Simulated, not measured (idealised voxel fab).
Proc. module: voxel transistor to metal
The figure presents cross-section cut, which has a width of 180 nm and is divided into square cells with an edge length of 5 nm.
Think of the cross-section as a grid of square cells. We describe it in bands, top to bottom, and each band covers one or more rows of those cells.
Basically the band line says how high the top is and how high the bottom is, in nm, and then what's in it from left to right, every material with its width in nm. Empty space shows up as "air", and if a single material carries "all across" it runs the full band edge to edge.
Counting heights begins at 0, where everything beneath is, in the wafer as received, one material. The lowest band has no bottom; it goes on downwards, as "0 and below" shows.
Width "30 to 40": first value at the band's top row of cells, second value at its bottom row, equal change from row to row.
The designation "nothing changed", where it is given for a processing step, indicates that no cell of the cross-section was altered in the course of that step.
Look at "Sealed void list" for the closed voids: empty spaces with no open path to the top, sized 8 cells or up. Each is width x height at distance, distance from the left edge, all nm.
It should be noted that, on the line of a given step, the content following the step's settings is a remark produced by the simulator itself with respect to that step.
For masked steps, "overlay nm" on the step line gives how far right of plan the mask actually lay; a minus sign means it lay to the left.

## Intended process steps
- 1: RECEIVE | material Si
- 2: CONFORMAL_DEP | material SiO2 | thk nm 5
- 3: CONFORMAL_DEP | material SiN | thk nm 10
- 4: MASKED_ETCH | tone cover | mask id ACTIVE | width nm 110 | etch materials SiN | depth nm 10 | overlay nm 0
- 5: MASKED_ETCH | tone cover | mask id ACTIVE | width nm 110 | etch materials SiO2 | depth nm 5 | overlay nm 0
- 6: MASKED_ETCH | tone cover | mask id ACTIVE | width nm 110 | etch materials Si | depth nm 30 | overlay nm 0
- 7: OXIDIZE | depth nm 5
- 8: FILL_DEP | material SiO2 | thk nm 5
- 9: CMP | height nm 15
- 10: SELECTIVE_ETCH | etch materials SiO2 | depth nm 10
- 11: STRIP | etch materials SiN
- 12: SELECTIVE_ETCH | etch materials SiO2 | depth nm 5
- 13: OXIDIZE | depth nm 5
- 14: DIRECTIONAL_DEP | material polySi | thk nm 20
- 15: DIRECTIONAL_DEP | material SiCN | thk nm 10
- 16: PATTERN | tone cover | mask id GATE | material resist | width nm 30 | thk nm 15 | overlay nm 0
- 17: DIRECTIONAL_ETCH | etch materials SiCN | depth nm 20
- 18: DIRECTIONAL_ETCH | etch materials polySi | depth nm 30
- 19: STRIP | etch materials resist
- 20: CONFORMAL_DEP | material SiN | thk nm 10
- 21: DIRECTIONAL_ETCH | etch materials SiN | depth nm 10
- 22: DIRECTIONAL_ETCH | etch materials SiO2 | depth nm 5
- 23: EPI | material pSi | thk nm 5
- 24: FILL_DEP | material SiO2 | thk nm 10
- 25: CMP | height nm 20
- 26: STRIP | etch materials polySi
- 27: SELECTIVE_ETCH | etch materials SiO2 | depth nm 5
- 28: CONFORMAL_DEP | material HfO2 | thk nm 5
- 29: CONFORMAL_DEP | material TiN | thk nm 5
- 30: FILL_DEP | material W | thk nm 10
- 31: CMP | height nm 15
- 32: DIRECTIONAL_DEP | material SiO2 | thk nm 10
- 33: MASKED_ETCH | tone open | mask id CONTACT | width nm 20 | pitch nm 80 | etch materials SiO2 | depth nm 25 | overlay nm 0
- 34: CONFORMAL_DEP | material TiN | thk nm 5
- 35: FILL_DEP | material Ru | thk nm 5
- 36: CMP | height nm 25
- 37: CONFORMAL_DEP | material SiN | thk nm 5
- 38: DIRECTIONAL_DEP | material lowk | thk nm 20
- 39: DIRECTIONAL_DEP | material aC | thk nm 15
- 40: PATTERN | tone open | mask id METAL_1 | material resist | width nm 20 | pitch nm 80 | thk nm 30 | overlay nm 0
- 41: DIRECTIONAL_ETCH | etch materials aC | depth nm 15
- 42: STRIP | etch materials resist
- 43: DIRECTIONAL_ETCH | etch materials lowk | depth nm 20
- 44: DIRECTIONAL_ETCH | etch materials SiN | depth nm 5
- 45: STRIP | etch materials aC
- 46: CONFORMAL_DEP | material TiN | thk nm 5
- 47: FILL_DEP | material Cu | thk nm 5
- 48: CMP | height nm 50
- 49: CONFORMAL_DEP | material SiCN | thk nm 5
- 50: DIRECTIONAL_DEP | material SiO2 | thk nm 30
- 51: MASKED_ETCH | tone open | mask id METAL_2_HOLES | width nm 15 | pitch nm 80 | etch materials SiO2 | depth nm 30 | overlay nm 0
- 52: MASKED_ETCH | tone open | mask id METAL_2 | width nm 20 | pitch nm 80 | etch materials SiO2 | depth nm 20 | overlay nm 0
- 53: MASKED_ETCH | tone open | mask id METAL_2 | width nm 20 | pitch nm 80 | etch materials SiCN | depth nm 5 | overlay nm 0
- 54: CONFORMAL_DEP | material TiN | thk nm 5
- 55: FILL_DEP | material Ru | thk nm 10
- 56: CMP | height nm 85
- 57: CONFORMAL_DEP | material SiN | thk nm 5

## Run as planned: first of two wafers

## The cross-section here shows the wafer as received, i.e. in its state after step 1
	0 and below  Si all across
	Sealed void list: none

## Cross-section: wafer state after step 2
	5 down to 0  SiO2 all across
	No changes below 0.

## Cross-section: wafer state after step 3
	15 down to 5  SiN all across
	No changes below 5.

## Cross-section: wafer state after step 4
	15 down to 5  air (35) / SiN (110) / air (35)
	No changes below 5.

## Cross-section: wafer state after step 5
	15 down to 5  air (35) / SiN (110) / air (35)
	5 down to 0  air (35) / SiO2 (110) / air (35)
	No changes below 0.

## Cross-section: wafer state after step 6
	15 down to 5  air (35) / SiN (110) / air (35)
	5 down to 0  air (35) / SiO2 (110) / air (35)
	0 down to -30  air (35) / Si (110) / air (35)
	No changes below -30.

## Cross-section: wafer state after step 7
	15 down to 5  air (35) / SiN (110) / air (35)
	5 down to 0  air (35) / SiO2 (110) / air (35)
	0 down to -30  air (35) / SiO2 (5) / Si (100) / SiO2 (5) / air (35)
	-30 down to -35  SiO2 (40) / Si (100) / SiO2 (40)
	No changes below -35.

## Cross-section: wafer state after step 8
	20 down to 15  SiO2 all across
	15 down to 5  SiO2 (35) / SiN (110) / SiO2 (35)
	5 down to 0  SiO2 all across
	0 down to -35  SiO2 (40) / Si (100) / SiO2 (40)
	No changes below -35.

## Cross-section: wafer state after step 9
	15 down to 5  SiO2 (35) / SiN (110) / SiO2 (35)
	No changes below 5.

## Cross-section: wafer state after step 10
	15 down to 5  air (35) / SiN (110) / air (35)
	No changes below 5.

## Cross-section: wafer state after step 11
	5 down to 0  SiO2 all across
	No changes below 0.

## Cross-section: wafer state after step 12
	0 down to -35  SiO2 (40) / Si (100) / SiO2 (40)
	No changes below -35.

## Cross-section: wafer state after step 13
	0 down to -5  SiO2 all across
	No changes below -5.

## Cross-section: wafer state after step 14
	20 down to 0  polySi all across
	No changes below 0.

## Cross-section: wafer state after step 15
	30 down to 20  SiCN all across
	No changes below 20.

## Cross-section: wafer state after step 16
	45 down to 30  air (75) / resist (30) / air (75)
	No changes below 30.

## Cross-section: wafer state after step 17
	45 down to 30  air (75) / resist (30) / air (75)
	30 down to 20  air (75) / SiCN (30) / air (75)
	No changes below 20.

## Cross-section: wafer state after step 18
	45 down to 30  air (75) / resist (30) / air (75)
	30 down to 20  air (75) / SiCN (30) / air (75)
	20 down to 0  air (75) / polySi (30) / air (75)
	No changes below 0.

## Cross-section: wafer state after step 19
	30 down to 20  air (75) / SiCN (30) / air (75)
	No changes below 20.

## Cross-section: wafer state after step 20
	40 down to 30  air (65) / SiN (50) / air (65)
	30 down to 20  air (65) / SiN (10) / SiCN (30) / SiN (10) / air (65)
	20 down to 10  air (65) / SiN (10) / polySi (30) / SiN (10) / air (65)
	10 down to 0  SiN (75) / polySi (30) / SiN (75)
	No changes below 0.

## Cross-section: wafer state after step 21
	30 down to 20  air (65) / SiN (10) / SiCN (30) / SiN (10) / air (65)
	20 down to 0  air (65) / SiN (10) / polySi (30) / SiN (10) / air (65)
	No changes below 0.

## Cross-section: wafer state after step 22
	30 down to 20  air (65) / SiN (10) / SiCN (30) / SiN (10) / air (65)
	20 down to 0  air (65) / SiN (10) / polySi (30) / SiN (10) / air (65)
	0 down to -5  air (65) / SiO2 (50) / air (65)
	No changes below -5.

## Cross-section: wafer state after step 23
	30 down to 20  air (65) / SiN (10) / SiCN (30) / SiN (10) / air (65)
	20 down to 0  air (65) / SiN (10) / polySi (30) / SiN (10) / air (65)
	0 down to -5  air (35) / pSi (30) / SiO2 (50) / pSi (30) / air (35)
	No changes below -5.

## Cross-section: wafer state after step 24
	40 down to 30  SiO2 all across
	30 down to 20  SiO2 (65) / SiN (10) / SiCN (30) / SiN (10) / SiO2 (65)
	20 down to 0  SiO2 (65) / SiN (10) / polySi (30) / SiN (10) / SiO2 (65)
	0 down to -5  SiO2 (35) / pSi (30) / SiO2 (50) / pSi (30) / SiO2 (35)
	No changes below -5.

## Cross-section: wafer state after step 25
	20 down to 0  SiO2 (65) / SiN (10) / polySi (30) / SiN (10) / SiO2 (65)
	No changes below 0.

## Cross-section: wafer state after step 26
	20 down to 0  SiO2 (65) / SiN (10) / air (30) / SiN (10) / SiO2 (65)
	No changes below 0.

## Cross-section: wafer state after step 27
	20 down to 15  air (65) / SiN (10) / air (30) / SiN (10) / air (65)
	15 down to 0  SiO2 (65) / SiN (10) / air (30) / SiN (10) / SiO2 (65)
	0 down to -5  SiO2 (35) / pSi (30) / SiO2 (5) / air (40) / SiO2 (5) / pSi (30) / SiO2 (35)
	No changes below -5.

## Cross-section: wafer state after step 28
	25 down to 20  air (60) / HfO2 (20) / air (20) / HfO2 (20) / air (60)
	20 down to 15  HfO2 (65) / SiN (10) / HfO2 (5) / air (20) / HfO2 (5) / SiN (10) / HfO2 (65)
	15 down to 0  SiO2 (65) / SiN (10) / HfO2 (5) / air (20) / HfO2 (5) / SiN (10) / SiO2 (65)
	0 down to -5  SiO2 (35) / pSi (30) / SiO2 (5) / HfO2 (40) / SiO2 (5) / pSi (30) / SiO2 (35)
	No changes below -5.

## Cross-section: wafer state after step 29
	30 down to 25  air (55) / TiN (30) / air (10) / TiN (30) / air (55)
	25 down to 20  TiN (60) / HfO2 (20) / TiN (5) / air (10) / TiN (5) / HfO2 (20) / TiN (60)
	20 down to 15  HfO2 (65) / SiN (10) / HfO2 (5) / TiN (5) / air (10) / TiN (5) / HfO2 (5) / SiN (10) / HfO2 (65)
	15 down to 5  SiO2 (65) / SiN (10) / HfO2 (5) / TiN (5) / air (10) / TiN (5) / HfO2 (5) / SiN (10) / SiO2 (65)
	5 down to 0  SiO2 (65) / SiN (10) / HfO2 (5) / TiN (20) / HfO2 (5) / SiN (10) / SiO2 (65)
	No changes below 0.

## Cross-section: wafer state after step 30
	40 down to 30  W all across
	30 down to 25  W (55) / TiN (30) / W (10) / TiN (30) / W (55)
	25 down to 20  TiN (60) / HfO2 (20) / TiN (5) / W (10) / TiN (5) / HfO2 (20) / TiN (60)
	20 down to 15  HfO2 (65) / SiN (10) / HfO2 (5) / TiN (5) / W (10) / TiN (5) / HfO2 (5) / SiN (10) / HfO2 (65)
	15 down to 5  SiO2 (65) / SiN (10) / HfO2 (5) / TiN (5) / W (10) / TiN (5) / HfO2 (5) / SiN (10) / SiO2 (65)
	No changes below 5.

## Cross-section: wafer state after step 31
	15 down to 5  SiO2 (65) / SiN (10) / HfO2 (5) / TiN (5) / W (10) / TiN (5) / HfO2 (5) / SiN (10) / SiO2 (65)
	No changes below 5.

## Cross-section: wafer state after step 32
	25 down to 15  SiO2 all across
	No changes below 15.

## Cross-section: wafer state after step 33
	25 down to 15  SiO2 (40) / air (20) / SiO2 (60) / air (20) / SiO2 (40)
	15 down to 5  SiO2 (40) / air (20) / SiO2 (5) / SiN (10) / HfO2 (5) / TiN (5) / W (10) / TiN (5) / HfO2 (5) / SiN (10) / SiO2 (5) / air (20) / SiO2 (40)
	5 down to 0  SiO2 (40) / air (20) / SiO2 (5) / SiN (10) / HfO2 (5) / TiN (20) / HfO2 (5) / SiN (10) / SiO2 (5) / air (20) / SiO2 (40)
	No changes below 0.

## Cross-section: wafer state after step 34
	30 down to 25  TiN (45) / air (10) / TiN (70) / air (10) / TiN (45)
	25 down to 15  SiO2 (40) / TiN (5) / air (10) / TiN (5) / SiO2 (60) / TiN (5) / air (10) / TiN (5) / SiO2 (40)
	15 down to 5  SiO2 (40) / TiN (5) / air (10) / TiN (5) / SiO2 (5) / SiN (10) / HfO2 (5) / TiN (5) / W (10) / TiN (5) / HfO2 (5) / SiN (10) / SiO2 (5) / TiN (5) / air (10) / TiN (5) / SiO2 (40)
	5 down to 0  SiO2 (40) / TiN (20) / SiO2 (5) / SiN (10) / HfO2 (5) / TiN (20) / HfO2 (5) / SiN (10) / SiO2 (5) / TiN (20) / SiO2 (40)
	No changes below 0.

## Cross-section: wafer state after step 35
	35 down to 30  Ru all across
	30 down to 25  TiN (45) / Ru (10) / TiN (70) / Ru (10) / TiN (45)
	25 down to 15  SiO2 (40) / TiN (5) / Ru (10) / TiN (5) / SiO2 (60) / TiN (5) / Ru (10) / TiN (5) / SiO2 (40)
	15 down to 5  SiO2 (40) / TiN (5) / Ru (10) / TiN (5) / SiO2 (5) / SiN (10) / HfO2 (5) / TiN (5) / W (10) / TiN (5) / HfO2 (5) / SiN (10) / SiO2 (5) / TiN (5) / Ru (10) / TiN (5) / SiO2 (40)
	No changes below 5.

## Cross-section: wafer state after step 36
	25 down to 15  SiO2 (40) / TiN (5) / Ru (10) / TiN (5) / SiO2 (60) / TiN (5) / Ru (10) / TiN (5) / SiO2 (40)
	No changes below 15.

## Cross-section: wafer state after step 37
	30 down to 25  SiN all across
	No changes below 25.

## Cross-section: wafer state after step 38
	50 down to 30  lowk all across
	No changes below 30.

## Cross-section: wafer state after step 39
	65 down to 50  aC all across
	No changes below 50.

## Cross-section: wafer state after step 40
	95 down to 65  resist (40) / air (20) / resist (60) / air (20) / resist (40)
	No changes below 65.

## Cross-section: wafer state after step 41
	80 down to 65  resist (40) / air (20) / resist (60) / air (20) / resist (40)
	65 down to 50  aC (40) / air (20) / aC (60) / air (20) / aC (40)
	No changes below 50.

## Cross-section: wafer state after step 42
	65 down to 50  aC (40) / air (20) / aC (60) / air (20) / aC (40)
	No changes below 50.

## Cross-section: wafer state after step 43
	65 down to 50  aC (40) / air (20) / aC (60) / air (20) / aC (40)
	50 down to 30  lowk (40) / air (20) / lowk (60) / air (20) / lowk (40)
	No changes below 30.

## Cross-section: wafer state after step 44
	65 down to 50  aC (40) / air (20) / aC (60) / air (20) / aC (40)
	50 down to 30  lowk (40) / air (20) / lowk (60) / air (20) / lowk (40)
	30 down to 25  SiN (40) / air (20) / SiN (60) / air (20) / SiN (40)
	No changes below 25.

## Cross-section: wafer state after step 45
	50 down to 30  lowk (40) / air (20) / lowk (60) / air (20) / lowk (40)
	No changes below 30.

## Cross-section: wafer state after step 46
	55 down to 50  TiN (45) / air (10) / TiN (70) / air (10) / TiN (45)
	50 down to 30  lowk (40) / TiN (5) / air (10) / TiN (5) / lowk (60) / TiN (5) / air (10) / TiN (5) / lowk (40)
	30 down to 25  SiN (40) / TiN (20) / SiN (60) / TiN (20) / SiN (40)
	No changes below 25.

## Cross-section: wafer state after step 47
	60 down to 55  Cu all across
	55 down to 50  TiN (45) / Cu (10) / TiN (70) / Cu (10) / TiN (45)
	50 down to 30  lowk (40) / TiN (5) / Cu (10) / TiN (5) / lowk (60) / TiN (5) / Cu (10) / TiN (5) / lowk (40)
	No changes below 30.

## Cross-section: wafer state after step 48
	50 down to 30  lowk (40) / TiN (5) / Cu (10) / TiN (5) / lowk (60) / TiN (5) / Cu (10) / TiN (5) / lowk (40)
	No changes below 30.

## Cross-section: wafer state after step 49
	55 down to 50  SiCN all across
	No changes below 50.

## Cross-section: wafer state after step 50
	85 down to 55  SiO2 all across
	No changes below 55.

## Cross-section: wafer state after step 51
	85 down to 55  SiO2 (40) / air (15) / SiO2 (65) / air (15) / SiO2 (45)
	No changes below 55.

## Cross-section: wafer state after step 52
	85 down to 65  SiO2 (40) / air (20) / SiO2 (60) / air (20) / SiO2 (40)
	No changes below 65.

## Cross-section: wafer state after step 53
	85 down to 65  SiO2 (40) / air (20) / SiO2 (60) / air (20) / SiO2 (40)
	65 down to 55  SiO2 (40) / air (15) / SiO2 (65) / air (15) / SiO2 (45)
	55 down to 50  SiCN (40) / air (15) / SiCN (65) / air (15) / SiCN (45)
	No changes below 50.

## Cross-section: wafer state after step 54
	90 down to 85  TiN (45) / air (10) / TiN (70) / air (10) / TiN (45)
	85 down to 70  SiO2 (40) / TiN (5) / air (10) / TiN (5) / SiO2 (60) / TiN (5) / air (10) / TiN (5) / SiO2 (40)
	70 down to 65  SiO2 (40) / TiN (5) / air (5) / TiN (10) / SiO2 (60) / TiN (5) / air (5) / TiN (10) / SiO2 (40)
	65 down to 55  SiO2 (40) / TiN (5) / air (5) / TiN (5) / SiO2 (65) / TiN (5) / air (5) / TiN (5) / SiO2 (45)
	55 down to 50  SiCN (40) / TiN (15) / SiCN (65) / TiN (15) / SiCN (45)
	No changes below 50.

## Cross-section: wafer state after step 55
	100 down to 90  Ru all across
	90 down to 85  TiN (45) / Ru (10) / TiN (70) / Ru (10) / TiN (45)
	85 down to 70  SiO2 (40) / TiN (5) / Ru (10) / TiN (5) / SiO2 (60) / TiN (5) / Ru (10) / TiN (5) / SiO2 (40)
	70 down to 65  SiO2 (40) / TiN (5) / Ru (5) / TiN (10) / SiO2 (60) / TiN (5) / Ru (5) / TiN (10) / SiO2 (40)
	65 down to 55  SiO2 (40) / TiN (5) / Ru (5) / TiN (5) / SiO2 (65) / TiN (5) / Ru (5) / TiN (5) / SiO2 (45)
	No changes below 55.

## Cross-section: wafer state after step 56
	85 down to 70  SiO2 (40) / TiN (5) / Ru (10) / TiN (5) / SiO2 (60) / TiN (5) / Ru (10) / TiN (5) / SiO2 (40)
	No changes below 70.

## Cross-section: wafer state after step 57
	90 down to 85  SiN all across
	No changes below 85.

## Wafer two of two - same starting point, same process plan, one mistake in execution; matches wafer one up to and including step 13

At the planned end of step 14, the second wafer in cross-section: nothing changed

## At the planned end of step 15, the second wafer in cross-section
	10 down to 0  SiCN all across
	No changes below 0.

## At the planned end of step 16, the second wafer in cross-section
	25 down to 10  air (75) / resist (30) / air (75)
	No changes below 10.

## At the planned end of step 17, the second wafer in cross-section
	25 down to 10  air (75) / resist (30) / air (75)
	10 down to 0  air (75) / SiCN (30) / air (75)
	No changes below 0.

At the planned end of step 18, the second wafer in cross-section: nothing changed

## At the planned end of step 19, the second wafer in cross-section
	10 down to 0  air (75) / SiCN (30) / air (75)
	No changes below 0.

## At the planned end of step 20, the second wafer in cross-section
	20 down to 10  air (65) / SiN (50) / air (65)
	10 down to 0  SiN (75) / SiCN (30) / SiN (75)
	No changes below 0.

## At the planned end of step 21, the second wafer in cross-section
	10 down to 0  air (65) / SiN (10) / SiCN (30) / SiN (10) / air (65)
	No changes below 0.

## At the planned end of step 22, the second wafer in cross-section
	10 down to 0  air (65) / SiN (10) / SiCN (30) / SiN (10) / air (65)
	0 down to -5  air (65) / SiO2 (50) / air (65)
	No changes below -5.

## At the planned end of step 23, the second wafer in cross-section
	10 down to 0  air (65) / SiN (10) / SiCN (30) / SiN (10) / air (65)
	0 down to -5  air (35) / pSi (30) / SiO2 (50) / pSi (30) / air (35)
	No changes below -5.

## At the planned end of step 24, the second wafer in cross-section
	20 down to 10  SiO2 all across
	10 down to 0  SiO2 (65) / SiN (10) / SiCN (30) / SiN (10) / SiO2 (65)
	0 down to -5  SiO2 (35) / pSi (30) / SiO2 (50) / pSi (30) / SiO2 (35)
	No changes below -5.

At the planned end of step 25, the second wafer in cross-section: nothing changed

At the planned end of step 26, the second wafer in cross-section: nothing changed

## At the planned end of step 27, the second wafer in cross-section
	15 down to 10  SiO2 all across
	No changes below 10.

## At the planned end of step 28, the second wafer in cross-section
	20 down to 15  HfO2 all across
	No changes below 15.

## At the planned end of step 29, the second wafer in cross-section
	25 down to 20  TiN all across
	No changes below 20.

## At the planned end of step 30, the second wafer in cross-section
	35 down to 25  W all across
	No changes below 25.

## At the planned end of step 31, the second wafer in cross-section
	15 down to 10  SiO2 all across
	No changes below 10.

## At the planned end of step 32, the second wafer in cross-section
	25 down to 10  SiO2 all across
	No changes below 10.

## At the planned end of step 33, the second wafer in cross-section
	25 down to 10  SiO2 (40) / air (20) / SiO2 (60) / air (20) / SiO2 (40)
	10 down to 0  SiO2 (40) / air (20) / SiO2 (5) / SiN (10) / SiCN (30) / SiN (10) / SiO2 (5) / air (20) / SiO2 (40)
	No changes below 0.

## At the planned end of step 34, the second wafer in cross-section
	30 down to 25  TiN (45) / air (10) / TiN (70) / air (10) / TiN (45)
	25 down to 10  SiO2 (40) / TiN (5) / air (10) / TiN (5) / SiO2 (60) / TiN (5) / air (10) / TiN (5) / SiO2 (40)
	10 down to 5  SiO2 (40) / TiN (5) / air (10) / TiN (5) / SiO2 (5) / SiN (10) / SiCN (30) / SiN (10) / SiO2 (5) / TiN (5) / air (10) / TiN (5) / SiO2 (40)
	5 down to 0  SiO2 (40) / TiN (20) / SiO2 (5) / SiN (10) / SiCN (30) / SiN (10) / SiO2 (5) / TiN (20) / SiO2 (40)
	No changes below 0.

## At the planned end of step 35, the second wafer in cross-section
	35 down to 30  Ru all across
	30 down to 25  TiN (45) / Ru (10) / TiN (70) / Ru (10) / TiN (45)
	25 down to 10  SiO2 (40) / TiN (5) / Ru (10) / TiN (5) / SiO2 (60) / TiN (5) / Ru (10) / TiN (5) / SiO2 (40)
	10 down to 5  SiO2 (40) / TiN (5) / Ru (10) / TiN (5) / SiO2 (5) / SiN (10) / SiCN (30) / SiN (10) / SiO2 (5) / TiN (5) / Ru (10) / TiN (5) / SiO2 (40)
	No changes below 5.

## At the planned end of step 36, the second wafer in cross-section
	25 down to 10  SiO2 (40) / TiN (5) / Ru (10) / TiN (5) / SiO2 (60) / TiN (5) / Ru (10) / TiN (5) / SiO2 (40)
	No changes below 10.

## At the planned end of step 37, the second wafer in cross-section
	30 down to 25  SiN all across
	No changes below 25.

## At the planned end of step 38, the second wafer in cross-section
	50 down to 30  lowk all across
	No changes below 30.

## At the planned end of step 39, the second wafer in cross-section
	65 down to 50  aC all across
	No changes below 50.

## At the planned end of step 40, the second wafer in cross-section
	95 down to 65  resist (40) / air (20) / resist (60) / air (20) / resist (40)
	No changes below 65.

## At the planned end of step 41, the second wafer in cross-section
	80 down to 65  resist (40) / air (20) / resist (60) / air (20) / resist (40)
	65 down to 50  aC (40) / air (20) / aC (60) / air (20) / aC (40)
	No changes below 50.

## At the planned end of step 42, the second wafer in cross-section
	65 down to 50  aC (40) / air (20) / aC (60) / air (20) / aC (40)
	No changes below 50.

## At the planned end of step 43, the second wafer in cross-section
	65 down to 50  aC (40) / air (20) / aC (60) / air (20) / aC (40)
	50 down to 30  lowk (40) / air (20) / lowk (60) / air (20) / lowk (40)
	No changes below 30.

## At the planned end of step 44, the second wafer in cross-section
	65 down to 50  aC (40) / air (20) / aC (60) / air (20) / aC (40)
	50 down to 30  lowk (40) / air (20) / lowk (60) / air (20) / lowk (40)
	30 down to 25  SiN (40) / air (20) / SiN (60) / air (20) / SiN (40)
	No changes below 25.

## At the planned end of step 45, the second wafer in cross-section
	50 down to 30  lowk (40) / air (20) / lowk (60) / air (20) / lowk (40)
	No changes below 30.

## At the planned end of step 46, the second wafer in cross-section
	55 down to 50  TiN (45) / air (10) / TiN (70) / air (10) / TiN (45)
	50 down to 30  lowk (40) / TiN (5) / air (10) / TiN (5) / lowk (60) / TiN (5) / air (10) / TiN (5) / lowk (40)
	30 down to 25  SiN (40) / TiN (20) / SiN (60) / TiN (20) / SiN (40)
	No changes below 25.

## At the planned end of step 47, the second wafer in cross-section
	60 down to 55  Cu all across
	55 down to 50  TiN (45) / Cu (10) / TiN (70) / Cu (10) / TiN (45)
	50 down to 30  lowk (40) / TiN (5) / Cu (10) / TiN (5) / lowk (60) / TiN (5) / Cu (10) / TiN (5) / lowk (40)
	No changes below 30.

## At the planned end of step 48, the second wafer in cross-section
	50 down to 30  lowk (40) / TiN (5) / Cu (10) / TiN (5) / lowk (60) / TiN (5) / Cu (10) / TiN (5) / lowk (40)
	No changes below 30.

## At the planned end of step 49, the second wafer in cross-section
	55 down to 50  SiCN all across
	No changes below 50.

## At the planned end of step 50, the second wafer in cross-section
	85 down to 55  SiO2 all across
	No changes below 55.

## At the planned end of step 51, the second wafer in cross-section
	85 down to 55  SiO2 (40) / air (15) / SiO2 (65) / air (15) / SiO2 (45)
	No changes below 55.

## At the planned end of step 52, the second wafer in cross-section
	85 down to 65  SiO2 (40) / air (20) / SiO2 (60) / air (20) / SiO2 (40)
	No changes below 65.

## At the planned end of step 53, the second wafer in cross-section
	85 down to 65  SiO2 (40) / air (20) / SiO2 (60) / air (20) / SiO2 (40)
	65 down to 55  SiO2 (40) / air (15) / SiO2 (65) / air (15) / SiO2 (45)
	55 down to 50  SiCN (40) / air (15) / SiCN (65) / air (15) / SiCN (45)
	No changes below 50.

## At the planned end of step 54, the second wafer in cross-section
	90 down to 85  TiN (45) / air (10) / TiN (70) / air (10) / TiN (45)
	85 down to 70  SiO2 (40) / TiN (5) / air (10) / TiN (5) / SiO2 (60) / TiN (5) / air (10) / TiN (5) / SiO2 (40)
	70 down to 65  SiO2 (40) / TiN (5) / air (5) / TiN (10) / SiO2 (60) / TiN (5) / air (5) / TiN (10) / SiO2 (40)
	65 down to 55  SiO2 (40) / TiN (5) / air (5) / TiN (5) / SiO2 (65) / TiN (5) / air (5) / TiN (5) / SiO2 (45)
	55 down to 50  SiCN (40) / TiN (15) / SiCN (65) / TiN (15) / SiCN (45)
	No changes below 50.

## At the planned end of step 55, the second wafer in cross-section
	100 down to 90  Ru all across
	90 down to 85  TiN (45) / Ru (10) / TiN (70) / Ru (10) / TiN (45)
	85 down to 70  SiO2 (40) / TiN (5) / Ru (10) / TiN (5) / SiO2 (60) / TiN (5) / Ru (10) / TiN (5) / SiO2 (40)
	70 down to 65  SiO2 (40) / TiN (5) / Ru (5) / TiN (10) / SiO2 (60) / TiN (5) / Ru (5) / TiN (10) / SiO2 (40)
	65 down to 55  SiO2 (40) / TiN (5) / Ru (5) / TiN (5) / SiO2 (65) / TiN (5) / Ru (5) / TiN (5) / SiO2 (45)
	No changes below 55.

## At the planned end of step 56, the second wafer in cross-section
	85 down to 70  SiO2 (40) / TiN (5) / Ru (10) / TiN (5) / SiO2 (60) / TiN (5) / Ru (10) / TiN (5) / SiO2 (40)
	No changes below 70.

## At the planned end of step 57, the second wafer in cross-section
	90 down to 85  SiN all across
	No changes below 85.
Here's what went sideways: step 14 of the plan was omitted and not executed
Heads up, by the end the second wafer has more or fewer cells of some materials compared to the first: HfO2 -14, SiCN +12, SiN -4, SiO2 +18, TiN -8, W -4
